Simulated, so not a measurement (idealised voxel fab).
Process module under the name voxel gate over fins
Section cut is 290 nm wide and gridded with 5 nm square cells.
Cross-section layout: square cells on a grid; listed as bands, top to bottom; a band spans one or more cell rows.
Top, bottom (nm), then materials left to right with widths (nm); lone material tagged "edge to edge" fills the whole band edge to edge; "blank" = empty space.
A quick word on heights: they are counted from 0, and under that level the wafer as it came to us is one material throughout. The lowest band is different from the rest in having no bottom; it simply continues downward, written as in "z 0 and below".
The width entry "30..40" should be interpreted row by row: the top row of cells in the band takes the first number, the bottom row takes the second number, and the change between adjacent rows is uniform throughout.
Where a step carries "nothing got changed", the cross-section came out of it unchanged, cell for cell.
The list in "Cavities, sealed" covers empty spaces of 8 cells or more that cannot reach the top through any open way, and it gives each as width x height at distance; the distance is from the left edge, and width, height and distance are in nm.
Text after the settings on a step's line: the simulator's own remark on that step.
Regarding "overlay nm": on a step with a mask, it is the distance the mask lay to the right of its planned place; a negative value places it to the left.
Guide to the pairs. Each holds a before and an after cross-section around one process step; the after cross-section is cut off at the lowest band that changed. Look under the pair for the step between them and its settings. Pairs can come from different runs of this module on the same starting wafer, so a pair follows on from the one above it only where its entry headed "Pre-step geometry" says it does.

# Pre-step geometry
> z 0 and below | Si edge to edge
> Cavities, sealed: none

# Resulting Structure
> z 5 to 0 | SiN edge to edge
> Unchanged below 0.
> Cavities, sealed: none
Applied between the two views above: op CONFORMAL_DEP | material SiN | thk nm 5

Pre-step geometry: = after-state of the pair above.

# Resulting Structure
> z 20 to 5 | blank 75 nm; resist 15 nm; blank 25 nm; resist 15 nm; blank 25 nm; resist 15 nm; blank 25 nm; resist 15 nm; blank 80 nm
> Unchanged below 5.
> Cavities, sealed: none
Applied between the two views above: op PATTERN | tone cover | mask id FINS | material resist | width nm 15 | pitch nm 40 | thk nm 15 | overlay nm 0

Pre-step geometry: = after-state of the pair above.

# Resulting Structure
> z 20 to 5 | blank 75 nm; resist 15 nm; blank 25 nm; resist 15 nm; blank 25 nm; resist 15 nm; blank 25 nm; resist 15 nm; blank 80 nm
> z 5 to 0 | blank 75 nm; SiN 15 nm; blank 25 nm; SiN 15 nm; blank 25 nm; SiN 15 nm; blank 25 nm; SiN 15 nm; blank 80 nm
> Unchanged below 0.
> Cavities, sealed: none
Applied between the two views above: op DIRECTIONAL_ETCH | etch materials SiN | depth nm 5

Pre-step geometry: = after-state of the pair above.

# Resulting Structure
> z 20 to 5 | blank 75 nm; resist 15 nm; blank 25 nm; resist 15 nm; blank 25 nm; resist 15 nm; blank 25 nm; resist 15 nm; blank 80 nm
> z 5 to 0 | blank 75 nm; SiN 15 nm; blank 25 nm; SiN 15 nm; blank 25 nm; SiN 15 nm; blank 25 nm; SiN 15 nm; blank 80 nm
> z 0 to -35 | blank 75 nm; Si 15 nm; blank 25 nm; Si 15 nm; blank 25 nm; Si 15 nm; blank 25 nm; Si 15 nm; blank 80 nm
> Unchanged below -35.
> Cavities, sealed: none
Applied between the two views above: op DIRECTIONAL_ETCH | etch materials Si | depth nm 35

Pre-step geometry: = after-state of the pair above.

# Resulting Structure
> z 5 to 0 | blank 75 nm; SiN 15 nm; blank 25 nm; SiN 15 nm; blank 25 nm; SiN 15 nm; blank 25 nm; SiN 15 nm; blank 80 nm
> Unchanged below 0.
> Cavities, sealed: none
Applied between the two views above: op STRIP | etch materials resist

Pre-step geometry: = after-state of the pair above.

# Resulting Structure
> z 5 to 0 | blank 75 nm; SiN 15 nm; blank 25 nm; SiN 15 nm; blank 25 nm; SiN 15 nm; blank 25 nm; SiN 15 nm; blank 80 nm
> z 0 to -35 | blank 75 nm; SiO2 5 nm; Si 5 nm; SiO2 5 nm; blank 25 nm; SiO2 5 nm; Si 5 nm; SiO2 5 nm; blank 25 nm; SiO2 5 nm; Si 5 nm; SiO2 5 nm; blank 25 nm; SiO2 5 nm; Si 5 nm; SiO2 5 nm; blank 80 nm
> z -35 to -40 | SiO2 80 nm; Si 5 nm; SiO2 35 nm; Si 5 nm; SiO2 35 nm; Si 5 nm; SiO2 35 nm; Si 5 nm; SiO2 85 nm
> Unchanged below -40.
> Cavities, sealed: none
Applied between the two views above: op OXIDIZE | depth nm 5

Pre-step geometry: = after-state of the pair above.

# Resulting Structure
> z 10 to 5 | SiO2 edge to edge
> z 5 to 0 | SiO2 75 nm; SiN 15 nm; SiO2 25 nm; SiN 15 nm; SiO2 25 nm; SiN 15 nm; SiO2 25 nm; SiN 15 nm; SiO2 80 nm
> z 0 to -40 | SiO2 80 nm; Si 5 nm; SiO2 35 nm; Si 5 nm; SiO2 35 nm; Si 5 nm; SiO2 35 nm; Si 5 nm; SiO2 85 nm
> Unchanged below -40.
> Cavities, sealed: none
Applied between the two views above: op FILL_DEP | material SiO2 | thk nm 5

Pre-step geometry: = after-state of the pair above.

# Resulting Structure
> z 5 to 0 | SiO2 75 nm; SiN 15 nm; SiO2 25 nm; SiN 15 nm; SiO2 25 nm; SiN 15 nm; SiO2 25 nm; SiN 15 nm; SiO2 80 nm
> Unchanged below 0.
> Cavities, sealed: none
Applied between the two views above: op CMP | height nm 5

Pre-step geometry: = after-state of the pair above.

# Resulting Structure
> z 5 to 0 | blank 75 nm; SiN 15 nm; blank 25 nm; SiN 15 nm; blank 25 nm; SiN 15 nm; blank 25 nm; SiN 15 nm; blank 80 nm
> z 0 to -15 | blank 80 nm; Si 5 nm; blank 35 nm; Si 5 nm; blank 35 nm; Si 5 nm; blank 35 nm; Si 5 nm; blank 85 nm
> Unchanged below -15.
> Cavities, sealed: none
Applied between the two views above: op SELECTIVE_ETCH | etch materials SiO2 | depth nm 20

Pre-step geometry: = after-state of the pair above.

# Resulting Structure
> z 0 to -15 | blank 80 nm; Si 5 nm; blank 35 nm; Si 5 nm; blank 35 nm; Si 5 nm; blank 35 nm; Si 5 nm; blank 85 nm
> Unchanged below -15.
> Cavities, sealed: none
Applied between the two views above: op STRIP | etch materials SiN

Pre-step geometry: = after-state of the pair above.

# Resulting Structure
> z 5 to 0 | blank 75 nm; HfO2 15 nm; blank 25 nm; HfO2 15 nm; blank 25 nm; HfO2 15 nm; blank 25 nm; HfO2 15 nm; blank 80 nm
> z 0 to -10 | blank 75 nm; HfO2 5 nm; Si 5 nm; HfO2 5 nm; blank 25 nm; HfO2 5 nm; Si 5 nm; HfO2 5 nm; blank 25 nm; HfO2 5 nm; Si 5 nm; HfO2 5 nm; blank 25 nm; HfO2 5 nm; Si 5 nm; HfO2 5 nm; blank 80 nm
> z -10 to -15 | HfO2 80 nm; Si 5 nm; HfO2 35 nm; Si 5 nm; HfO2 35 nm; Si 5 nm; HfO2 35 nm; Si 5 nm; HfO2 85 nm
> Unchanged below -15.
> Cavities, sealed: none
Applied between the two views above: op CONFORMAL_DEP | material HfO2 | thk nm 5

Pre-step geometry: = after-state of the pair above.

# Resulting Structure
> z 10 to 5 | blank 70 nm; TiN 25 nm; blank 15 nm; TiN 25 nm; blank 15 nm; TiN 25 nm; blank 15 nm; TiN 25 nm; blank 75 nm
> z 5 to 0 | blank 70 nm; TiN 5 nm; HfO2 15 nm; TiN 5 nm; blank 15 nm; TiN 5 nm; HfO2 15 nm; TiN 5 nm; blank 15 nm; TiN 5 nm; HfO2 15 nm; TiN 5 nm; blank 15 nm; TiN 5 nm; HfO2 15 nm; TiN 5 nm; blank 75 nm
> z 0 to -5 | blank 70 nm; TiN 5 nm; HfO2 5 nm; Si 5 nm; HfO2 5 nm; TiN 5 nm; blank 15 nm; TiN 5 nm; HfO2 5 nm; Si 5 nm; HfO2 5 nm; TiN 5 nm; blank 15 nm; TiN 5 nm; HfO2 5 nm; Si 5 nm; HfO2 5 nm; TiN 5 nm; blank 15 nm; TiN 5 nm; HfO2 5 nm; Si 5 nm; HfO2 5 nm; TiN 5 nm; blank 75 nm
> z -5 to -10 | TiN 75 nm; HfO2 5 nm; Si 5 nm; HfO2 5 nm; TiN 25 nm; HfO2 5 nm; Si 5 nm; HfO2 5 nm; TiN 25 nm; HfO2 5 nm; Si 5 nm; HfO2 5 nm; TiN 25 nm; HfO2 5 nm; Si 5 nm; HfO2 5 nm; TiN 80 nm
> Unchanged below -10.
> Cavities, sealed: none
Applied between the two views above: op CONFORMAL_DEP | material TiN | thk nm 5

Pre-step geometry: = after-state of the pair above.

# Resulting Structure
> z 25 to 10 | W edge to edge
> z 10 to 5 | W 70 nm; TiN 25 nm; W 15 nm; TiN 25 nm; W 15 nm; TiN 25 nm; W 15 nm; TiN 25 nm; W 75 nm
> z 5 to 0 | W 70 nm; TiN 5 nm; HfO2 15 nm; TiN 5 nm; W 15 nm; TiN 5 nm; HfO2 15 nm; TiN 5 nm; W 15 nm; TiN 5 nm; HfO2 15 nm; TiN 5 nm; W 15 nm; TiN 5 nm; HfO2 15 nm; TiN 5 nm; W 75 nm
> z 0 to -5 | W 70 nm; TiN 5 nm; HfO2 5 nm; Si 5 nm; HfO2 5 nm; TiN 5 nm; W 15 nm; TiN 5 nm; HfO2 5 nm; Si 5 nm; HfO2 5 nm; TiN 5 nm; W 15 nm; TiN 5 nm; HfO2 5 nm; Si 5 nm; HfO2 5 nm; TiN 5 nm; W 15 nm; TiN 5 nm; HfO2 5 nm; Si 5 nm; HfO2 5 nm; TiN 5 nm; W 75 nm
> Unchanged below -5.
> Cavities, sealed: none
Applied between the two views above: op FILL_DEP | material W | thk nm 15

Pre-step geometry: = after-state of the pair above.

# Resulting Structure
> z 20 to 10 | W edge to edge
> Unchanged below 10.
> Cavities, sealed: none
Applied between the two views above: op CMP | height nm 20

Pre-step geometry: = after-state of the pair above.

# Resulting Structure
> z 30 to 20 | SiN edge to edge
> Unchanged below 20.
> Cavities, sealed: none
Applied between the two views above: op CONFORMAL_DEP | material SiN | thk nm 10

# Pre-step geometry
> z 0 to -15 | blank 80 nm; Si 5 nm; blank 35 nm; Si 5 nm; blank 35 nm; Si 5 nm; blank 35 nm; Si 5 nm; blank 85 nm
> z -15 to -40 | SiO2 80 nm; Si 5 nm; SiO2 35 nm; Si 5 nm; SiO2 35 nm; Si 5 nm; SiO2 35 nm; Si 5 nm; SiO2 85 nm
> z -40 and below | Si edge to edge
> Cavities, sealed: none

# Resulting Structure
> z 5 to 0 | blank 75 nm; TiN 15 nm; blank 25 nm; TiN 15 nm; blank 25 nm; TiN 15 nm; blank 25 nm; TiN 15 nm; blank 80 nm
> z 0 to -10 | blank 75 nm; TiN 5 nm; Si 5 nm; TiN 5 nm; blank 25 nm; TiN 5 nm; Si 5 nm; TiN 5 nm; blank 25 nm; TiN 5 nm; Si 5 nm; TiN 5 nm; blank 25 nm; TiN 5 nm; Si 5 nm; TiN 5 nm; blank 80 nm
> z -10 to -15 | TiN 80 nm; Si 5 nm; TiN 35 nm; Si 5 nm; TiN 35 nm; Si 5 nm; TiN 35 nm; Si 5 nm; TiN 85 nm
> Unchanged below -15.
> Cavities, sealed: none
Applied between the two views above: op CONFORMAL_DEP | material TiN | thk nm 5

Pre-step geometry: = after-state of the pair above.

# Resulting Structure
> z 20 to 5 | W edge to edge
> z 5 to 0 | W 75 nm; TiN 15 nm; W 25 nm; TiN 15 nm; W 25 nm; TiN 15 nm; W 25 nm; TiN 15 nm; W 80 nm
> z 0 to -10 | W 75 nm; TiN 5 nm; Si 5 nm; TiN 5 nm; W 25 nm; TiN 5 nm; Si 5 nm; TiN 5 nm; W 25 nm; TiN 5 nm; Si 5 nm; TiN 5 nm; W 25 nm; TiN 5 nm; Si 5 nm; TiN 5 nm; W 80 nm
> Unchanged below -10.
> Cavities, sealed: none
Applied between the two views above: op FILL_DEP | material W | thk nm 15

Pre-step geometry: = after-state of the pair above.

# Resulting Structure
> z 30 to 20 | SiN edge to edge
> Unchanged below 20.
> Cavities, sealed: none
Applied between the two views above: op CONFORMAL_DEP | material SiN | thk nm 10

# Pre-step geometry
> z 20 to 5 | blank 75 nm; resist 15 nm; blank 25 nm; resist 15 nm; blank 25 nm; resist 15 nm; blank 25 nm; resist 15 nm; blank 80 nm
> z 5 to 0 | blank 75 nm; SiN 15 nm; blank 25 nm; SiN 15 nm; blank 25 nm; SiN 15 nm; blank 25 nm; SiN 15 nm; blank 80 nm
> z 0 to -35 | blank 75 nm; Si 15 nm; blank 25 nm; Si 15 nm; blank 25 nm; Si 15 nm; blank 25 nm; Si 15 nm; blank 80 nm
> z -35 and below | Si edge to edge
> Cavities, sealed: none

# Resulting Structure
> z 20 to 5 | blank 75 nm; resist 15 nm; blank 25 nm; resist 15 nm; blank 25 nm; resist 15 nm; blank 25 nm; resist 15 nm; blank 80 nm
> z 5 to 0 | blank 75 nm; SiN 15 nm; blank 25 nm; SiN 15 nm; blank 25 nm; SiN 15 nm; blank 25 nm; SiN 15 nm; blank 80 nm
> z 0 to -70 | blank 75 nm; Si 15 nm; blank 25 nm; Si 15 nm; blank 25 nm; Si 15 nm; blank 25 nm; Si 15 nm; blank 80 nm
> Unchanged below -70.
> Cavities, sealed: none
Applied between the two views above: op DIRECTIONAL_ETCH | etch materials Si | depth nm 35

Pre-step geometry: = after-state of the pair above.

# Resulting Structure
> z 5 to 0 | blank 75 nm; SiN 15 nm; blank 25 nm; SiN 15 nm; blank 25 nm; SiN 15 nm; blank 25 nm; SiN 15 nm; blank 80 nm
> Unchanged below 0.
> Cavities, sealed: none
Applied between the two views above: op STRIP | etch materials resist

Pre-step geometry: = after-state of the pair above.

# Resulting Structure
> z 5 to 0 | blank 75 nm; SiN 15 nm; blank 25 nm; SiN 15 nm; blank 25 nm; SiN 15 nm; blank 25 nm; SiN 15 nm; blank 80 nm
> z 0 to -70 | blank 75 nm; SiO2 5 nm; Si 5 nm; SiO2 5 nm; blank 25 nm; SiO2 5 nm; Si 5 nm; SiO2 5 nm; blank 25 nm; SiO2 5 nm; Si 5 nm; SiO2 5 nm; blank 25 nm; SiO2 5 nm; Si 5 nm; SiO2 5 nm; blank 80 nm
> z -70 to -75 | SiO2 80 nm; Si 5 nm; SiO2 35 nm; Si 5 nm; SiO2 35 nm; Si 5 nm; SiO2 35 nm; Si 5 nm; SiO2 85 nm
> Unchanged below -75.
> Cavities, sealed: none
Applied between the two views above: op OXIDIZE | depth nm 5

Pre-step geometry: = after-state of the pair above.

# Resulting Structure
> z 10 to 5 | SiO2 edge to edge
> z 5 to 0 | SiO2 75 nm; SiN 15 nm; SiO2 25 nm; SiN 15 nm; SiO2 25 nm; SiN 15 nm; SiO2 25 nm; SiN 15 nm; SiO2 80 nm
> z 0 to -75 | SiO2 80 nm; Si 5 nm; SiO2 35 nm; Si 5 nm; SiO2 35 nm; Si 5 nm; SiO2 35 nm; Si 5 nm; SiO2 85 nm
> Unchanged below -75.
> Cavities, sealed: none
Applied between the two views above: op FILL_DEP | material SiO2 | thk nm 5

Pre-step geometry: = after-state of the pair above.

# Resulting Structure
> z 5 to 0 | SiO2 75 nm; SiN 15 nm; SiO2 25 nm; SiN 15 nm; SiO2 25 nm; SiN 15 nm; SiO2 25 nm; SiN 15 nm; SiO2 80 nm
> Unchanged below 0.
> Cavities, sealed: none
Applied between the two views above: op CMP | height nm 5

Pre-step geometry: = after-state of the pair above.

# Resulting Structure
> z 5 to 0 | blank 75 nm; SiN 15 nm; blank 25 nm; SiN 15 nm; blank 25 nm; SiN 15 nm; blank 25 nm; SiN 15 nm; blank 80 nm
> z 0 to -15 | blank 80 nm; Si 5 nm; blank 35 nm; Si 5 nm; blank 35 nm; Si 5 nm; blank 35 nm; Si 5 nm; blank 85 nm
> Unchanged below -15.
> Cavities, sealed: none
Applied between the two views above: op SELECTIVE_ETCH | etch materials SiO2 | depth nm 20

Pre-step geometry: = after-state of the pair above.

# Resulting Structure
> z 0 to -15 | blank 80 nm; Si 5 nm; blank 35 nm; Si 5 nm; blank 35 nm; Si 5 nm; blank 35 nm; Si 5 nm; blank 85 nm
> Unchanged below -15.
> Cavities, sealed: none
Applied between the two views above: op STRIP | etch materials SiN

Pre-step geometry: = after-state of the pair above.

# Resulting Structure
> z 5 to 0 | blank 75 nm; HfO2 15 nm; blank 25 nm; HfO2 15 nm; blank 25 nm; HfO2 15 nm; blank 25 nm; HfO2 15 nm; blank 80 nm
> z 0 to -10 | blank 75 nm; HfO2 5 nm; Si 5 nm; HfO2 5 nm; blank 25 nm; HfO2 5 nm; Si 5 nm; HfO2 5 nm; blank 25 nm; HfO2 5 nm; Si 5 nm; HfO2 5 nm; blank 25 nm; HfO2 5 nm; Si 5 nm; HfO2 5 nm; blank 80 nm
> z -10 to -15 | HfO2 80 nm; Si 5 nm; HfO2 35 nm; Si 5 nm; HfO2 35 nm; Si 5 nm; HfO2 35 nm; Si 5 nm; HfO2 85 nm
> Unchanged below -15.
> Cavities, sealed: none
Applied between the two views above: op CONFORMAL_DEP | material HfO2 | thk nm 5

Pre-step geometry: = after-state of the pair above.

# Resulting Structure
> z 10 to 5 | blank 70 nm; TiN 25 nm; blank 15 nm; TiN 25 nm; blank 15 nm; TiN 25 nm; blank 15 nm; TiN 25 nm; blank 75 nm
> z 5 to 0 | blank 70 nm; TiN 5 nm; HfO2 15 nm; TiN 5 nm; blank 15 nm; TiN 5 nm; HfO2 15 nm; TiN 5 nm; blank 15 nm; TiN 5 nm; HfO2 15 nm; TiN 5 nm; blank 15 nm; TiN 5 nm; HfO2 15 nm; TiN 5 nm; blank 75 nm
> z 0 to -5 | blank 70 nm; TiN 5 nm; HfO2 5 nm; Si 5 nm; HfO2 5 nm; TiN 5 nm; blank 15 nm; TiN 5 nm; HfO2 5 nm; Si 5 nm; HfO2 5 nm; TiN 5 nm; blank 15 nm; TiN 5 nm; HfO2 5 nm; Si 5 nm; HfO2 5 nm; TiN 5 nm; blank 15 nm; TiN 5 nm; HfO2 5 nm; Si 5 nm; HfO2 5 nm; TiN 5 nm; blank 75 nm
> z -5 to -10 | TiN 75 nm; HfO2 5 nm; Si 5 nm; HfO2 5 nm; TiN 25 nm; HfO2 5 nm; Si 5 nm; HfO2 5 nm; TiN 25 nm; HfO2 5 nm; Si 5 nm; HfO2 5 nm; TiN 25 nm; HfO2 5 nm; Si 5 nm; HfO2 5 nm; TiN 80 nm
> Unchanged below -10.
> Cavities, sealed: none
Applied between the two views above: op CONFORMAL_DEP | material TiN | thk nm 5

Pre-step geometry: = after-state of the pair above.

# Resulting Structure
> z 25 to 10 | W edge to edge
> z 10 to 5 | W 70 nm; TiN 25 nm; W 15 nm; TiN 25 nm; W 15 nm; TiN 25 nm; W 15 nm; TiN 25 nm; W 75 nm
> z 5 to 0 | W 70 nm; TiN 5 nm; HfO2 15 nm; TiN 5 nm; W 15 nm; TiN 5 nm; HfO2 15 nm; TiN 5 nm; W 15 nm; TiN 5 nm; HfO2 15 nm; TiN 5 nm; W 15 nm; TiN 5 nm; HfO2 15 nm; TiN 5 nm; W 75 nm
> z 0 to -5 | W 70 nm; TiN 5 nm; HfO2 5 nm; Si 5 nm; HfO2 5 nm; TiN 5 nm; W 15 nm; TiN 5 nm; HfO2 5 nm; Si 5 nm; HfO2 5 nm; TiN 5 nm; W 15 nm; TiN 5 nm; HfO2 5 nm; Si 5 nm; HfO2 5 nm; TiN 5 nm; W 15 nm; TiN 5 nm; HfO2 5 nm; Si 5 nm; HfO2 5 nm; TiN 5 nm; W 75 nm
> Unchanged below -5.
> Cavities, sealed: none
Applied between the two views above: op FILL_DEP | material W | thk nm 15

Pre-step geometry: = after-state of the pair above.

# Resulting Structure
> z 20 to 10 | W edge to edge
> Unchanged below 10.
> Cavities, sealed: none
Applied between the two views above: op CMP | height nm 20

Pre-step geometry: = after-state of the pair above.

# Resulting Structure
> z 30 to 20 | SiN edge to edge
> Unchanged below 20.
> Cavities, sealed: none
Applied between the two views above: op CONFORMAL_DEP | material SiN | thk nm 10

# Pre-step geometry
> z 5 to 0 | blank 75 nm; TiN 15 nm; blank 25 nm; TiN 15 nm; blank 25 nm; TiN 15 nm; blank 25 nm; TiN 15 nm; blank 80 nm
> z 0 to -10 | blank 75 nm; TiN 5 nm; Si 5 nm; TiN 5 nm; blank 25 nm; TiN 5 nm; Si 5 nm; TiN 5 nm; blank 25 nm; TiN 5 nm; Si 5 nm; TiN 5 nm; blank 25 nm; TiN 5 nm; Si 5 nm; TiN 5 nm; blank 80 nm
> z -10 to -15 | TiN 80 nm; Si 5 nm; TiN 35 nm; Si 5 nm; TiN 35 nm; Si 5 nm; TiN 35 nm; Si 5 nm; TiN 85 nm
> z -15 to -40 | SiO2 80 nm; Si 5 nm; SiO2 35 nm; Si 5 nm; SiO2 35 nm; Si 5 nm; SiO2 35 nm; Si 5 nm; SiO2 85 nm
> z -40 and below | Si edge to edge
> Cavities, sealed: none

# Resulting Structure
> z 10 to 5 | blank 70 nm; HfO2 25 nm; blank 15 nm; HfO2 25 nm; blank 15 nm; HfO2 25 nm; blank 15 nm; HfO2 25 nm; blank 75 nm
> z 5 to 0 | blank 70 nm; HfO2 5 nm; TiN 15 nm; HfO2 5 nm; blank 15 nm; HfO2 5 nm; TiN 15 nm; HfO2 5 nm; blank 15 nm; HfO2 5 nm; TiN 15 nm; HfO2 5 nm; blank 15 nm; HfO2 5 nm; TiN 15 nm; HfO2 5 nm; blank 75 nm
> z 0 to -5 | blank 70 nm; HfO2 5 nm; TiN 5 nm; Si 5 nm; TiN 5 nm; HfO2 5 nm; blank 15 nm; HfO2 5 nm; TiN 5 nm; Si 5 nm; TiN 5 nm; HfO2 5 nm; blank 15 nm; HfO2 5 nm; TiN 5 nm; Si 5 nm; TiN 5 nm; HfO2 5 nm; blank 15 nm; HfO2 5 nm; TiN 5 nm; Si 5 nm; TiN 5 nm; HfO2 5 nm; blank 75 nm
> z -5 to -10 | HfO2 75 nm; TiN 5 nm; Si 5 nm; TiN 5 nm; HfO2 25 nm; TiN 5 nm; Si 5 nm; TiN 5 nm; HfO2 25 nm; TiN 5 nm; Si 5 nm; TiN 5 nm; HfO2 25 nm; TiN 5 nm; Si 5 nm; TiN 5 nm; HfO2 80 nm
> Unchanged below -10.
> Cavities, sealed: none
Applied between the two views above: op CONFORMAL_DEP | material HfO2 | thk nm 5

Pre-step geometry: = after-state of the pair above.

# Resulting Structure
> z 25 to 10 | W edge to edge
> z 10 to 5 | W 70 nm; HfO2 25 nm; W 15 nm; HfO2 25 nm; W 15 nm; HfO2 25 nm; W 15 nm; HfO2 25 nm; W 75 nm
> z 5 to 0 | W 70 nm; HfO2 5 nm; TiN 15 nm; HfO2 5 nm; W 15 nm; HfO2 5 nm; TiN 15 nm; HfO2 5 nm; W 15 nm; HfO2 5 nm; TiN 15 nm; HfO2 5 nm; W 15 nm; HfO2 5 nm; TiN 15 nm; HfO2 5 nm; W 75 nm
> z 0 to -5 | W 70 nm; HfO2 5 nm; TiN 5 nm; Si 5 nm; TiN 5 nm; HfO2 5 nm; W 15 nm; HfO2 5 nm; TiN 5 nm; Si 5 nm; TiN 5 nm; HfO2 5 nm; W 15 nm; HfO2 5 nm; TiN 5 nm; Si 5 nm; TiN 5 nm; HfO2 5 nm; W 15 nm; HfO2 5 nm; TiN 5 nm; Si 5 nm; TiN 5 nm; HfO2 5 nm; W 75 nm
> Unchanged below -5.
> Cavities, sealed: none
Applied between the two views above: op FILL_DEP | material W | thk nm 15

Pre-step geometry: = after-state of the pair above.

# Resulting Structure
> z 20 to 10 | W edge to edge
> Unchanged below 10.
> Cavities, sealed: none
Applied between the two views above: op CMP | height nm 20

Pre-step geometry: = after-state of the pair above.

# Resulting Structure
> z 30 to 20 | SiN edge to edge
> Unchanged below 20.
> Cavities, sealed: none
Applied between the two views above: op CONFORMAL_DEP | material SiN | thk nm 10

# Pre-step geometry
> z 20 to 5 | blank 75 nm; resist 15 nm; blank 25 nm; resist 15 nm; blank 25 nm; resist 15 nm; blank 25 nm; resist 15 nm; blank 80 nm
> z 5 to 0 | blank 75 nm; SiN 15 nm; blank 25 nm; SiN 15 nm; blank 25 nm; SiN 15 nm; blank 25 nm; SiN 15 nm; blank 80 nm
> z 0 and below | Si edge to edge
> Cavities, sealed: none

# Resulting Structure
> z 20 to 5 | blank 75 nm; resist 15 nm; blank 25 nm; resist 15 nm; blank 25 nm; resist 15 nm; blank 25 nm; resist 15 nm; blank 80 nm
> z 5 to 0 | blank 75 nm; SiN 15 nm; blank 25 nm; SiN 15 nm; blank 25 nm; SiN 15 nm; blank 25 nm; SiN 15 nm; blank 80 nm
> z 0 to -45 | blank 75 nm; Si 15 nm; blank 25 nm; Si 15 nm; blank 25 nm; Si 15 nm; blank 25 nm; Si 15 nm; blank 80 nm
> Unchanged below -45.
> Cavities, sealed: none
Applied between the two views above: op DIRECTIONAL_ETCH | etch materials Si | depth nm 45

Pre-step geometry: = after-state of the pair above.

# Resulting Structure
> z 5 to 0 | blank 75 nm; SiN 15 nm; blank 25 nm; SiN 15 nm; blank 25 nm; SiN 15 nm; blank 25 nm; SiN 15 nm; blank 80 nm
> Unchanged below 0.
> Cavities, sealed: none
Applied between the two views above: op STRIP | etch materials resist

Pre-step geometry: = after-state of the pair above.

# Resulting Structure
> z 5 to 0 | blank 75 nm; SiN 15 nm; blank 25 nm; SiN 15 nm; blank 25 nm; SiN 15 nm; blank 25 nm; SiN 15 nm; blank 80 nm
> z 0 to -45 | blank 75 nm; SiO2 5 nm; Si 5 nm; SiO2 5 nm; blank 25 nm; SiO2 5 nm; Si 5 nm; SiO2 5 nm; blank 25 nm; SiO2 5 nm; Si 5 nm; SiO2 5 nm; blank 25 nm; SiO2 5 nm; Si 5 nm; SiO2 5 nm; blank 80 nm
> z -45 to -50 | SiO2 80 nm; Si 5 nm; SiO2 35 nm; Si 5 nm; SiO2 35 nm; Si 5 nm; SiO2 35 nm; Si 5 nm; SiO2 85 nm
> Unchanged below -50.
> Cavities, sealed: none
Applied between the two views above: op OXIDIZE | depth nm 5

Pre-step geometry: = after-state of the pair above.

# Resulting Structure
> z 10 to 5 | SiO2 edge to edge
> z 5 to 0 | SiO2 75 nm; SiN 15 nm; SiO2 25 nm; SiN 15 nm; SiO2 25 nm; SiN 15 nm; SiO2 25 nm; SiN 15 nm; SiO2 80 nm
> z 0 to -50 | SiO2 80 nm; Si 5 nm; SiO2 35 nm; Si 5 nm; SiO2 35 nm; Si 5 nm; SiO2 35 nm; Si 5 nm; SiO2 85 nm
> Unchanged below -50.
> Cavities, sealed: none
Applied between the two views above: op FILL_DEP | material SiO2 | thk nm 5

Pre-step geometry: = after-state of the pair above.

# Resulting Structure
> z 5 to 0 | SiO2 75 nm; SiN 15 nm; SiO2 25 nm; SiN 15 nm; SiO2 25 nm; SiN 15 nm; SiO2 25 nm; SiN 15 nm; SiO2 80 nm
> Unchanged below 0.
> Cavities, sealed: none
Applied between the two views above: op CMP | height nm 5

Pre-step geometry: = after-state of the pair above.

# Resulting Structure
> z 5 to 0 | blank 75 nm; SiN 15 nm; blank 25 nm; SiN 15 nm; blank 25 nm; SiN 15 nm; blank 25 nm; SiN 15 nm; blank 80 nm
> z 0 to -15 | blank 80 nm; Si 5 nm; blank 35 nm; Si 5 nm; blank 35 nm; Si 5 nm; blank 35 nm; Si 5 nm; blank 85 nm
> Unchanged below -15.
> Cavities, sealed: none
Applied between the two views above: op SELECTIVE_ETCH | etch materials SiO2 | depth nm 20

Pre-step geometry: = after-state of the pair above.

# Resulting Structure
> z 0 to -15 | blank 80 nm; Si 5 nm; blank 35 nm; Si 5 nm; blank 35 nm; Si 5 nm; blank 35 nm; Si 5 nm; blank 85 nm
> Unchanged below -15.
> Cavities, sealed: none
Applied between the two views above: op STRIP | etch materials SiN

Pre-step geometry: = after-state of the pair above.

# Resulting Structure
> z 5 to 0 | blank 75 nm; HfO2 15 nm; blank 25 nm; HfO2 15 nm; blank 25 nm; HfO2 15 nm; blank 25 nm; HfO2 15 nm; blank 80 nm
> z 0 to -10 | blank 75 nm; HfO2 5 nm; Si 5 nm; HfO2 5 nm; blank 25 nm; HfO2 5 nm; Si 5 nm; HfO2 5 nm; blank 25 nm; HfO2 5 nm; Si 5 nm; HfO2 5 nm; blank 25 nm; HfO2 5 nm; Si 5 nm; HfO2 5 nm; blank 80 nm
> z -10 to -15 | HfO2 80 nm; Si 5 nm; HfO2 35 nm; Si 5 nm; HfO2 35 nm; Si 5 nm; HfO2 35 nm; Si 5 nm; HfO2 85 nm
> Unchanged below -15.
> Cavities, sealed: none
Applied between the two views above: op CONFORMAL_DEP | material HfO2 | thk nm 5

Pre-step geometry: = after-state of the pair above.

# Resulting Structure
> z 10 to 5 | blank 70 nm; TiN 25 nm; blank 15 nm; TiN 25 nm; blank 15 nm; TiN 25 nm; blank 15 nm; TiN 25 nm; blank 75 nm
> z 5 to 0 | blank 70 nm; TiN 5 nm; HfO2 15 nm; TiN 5 nm; blank 15 nm; TiN 5 nm; HfO2 15 nm; TiN 5 nm; blank 15 nm; TiN 5 nm; HfO2 15 nm; TiN 5 nm; blank 15 nm; TiN 5 nm; HfO2 15 nm; TiN 5 nm; blank 75 nm
> z 0 to -5 | blank 70 nm; TiN 5 nm; HfO2 5 nm; Si 5 nm; HfO2 5 nm; TiN 5 nm; blank 15 nm; TiN 5 nm; HfO2 5 nm; Si 5 nm; HfO2 5 nm; TiN 5 nm; blank 15 nm; TiN 5 nm; HfO2 5 nm; Si 5 nm; HfO2 5 nm; TiN 5 nm; blank 15 nm; TiN 5 nm; HfO2 5 nm; Si 5 nm; HfO2 5 nm; TiN 5 nm; blank 75 nm
> z -5 to -10 | TiN 75 nm; HfO2 5 nm; Si 5 nm; HfO2 5 nm; TiN 25 nm; HfO2 5 nm; Si 5 nm; HfO2 5 nm; TiN 25 nm; HfO2 5 nm; Si 5 nm; HfO2 5 nm; TiN 25 nm; HfO2 5 nm; Si 5 nm; HfO2 5 nm; TiN 80 nm
> Unchanged below -10.
> Cavities, sealed: none
Applied between the two views above: op CONFORMAL_DEP | material TiN | thk nm 5
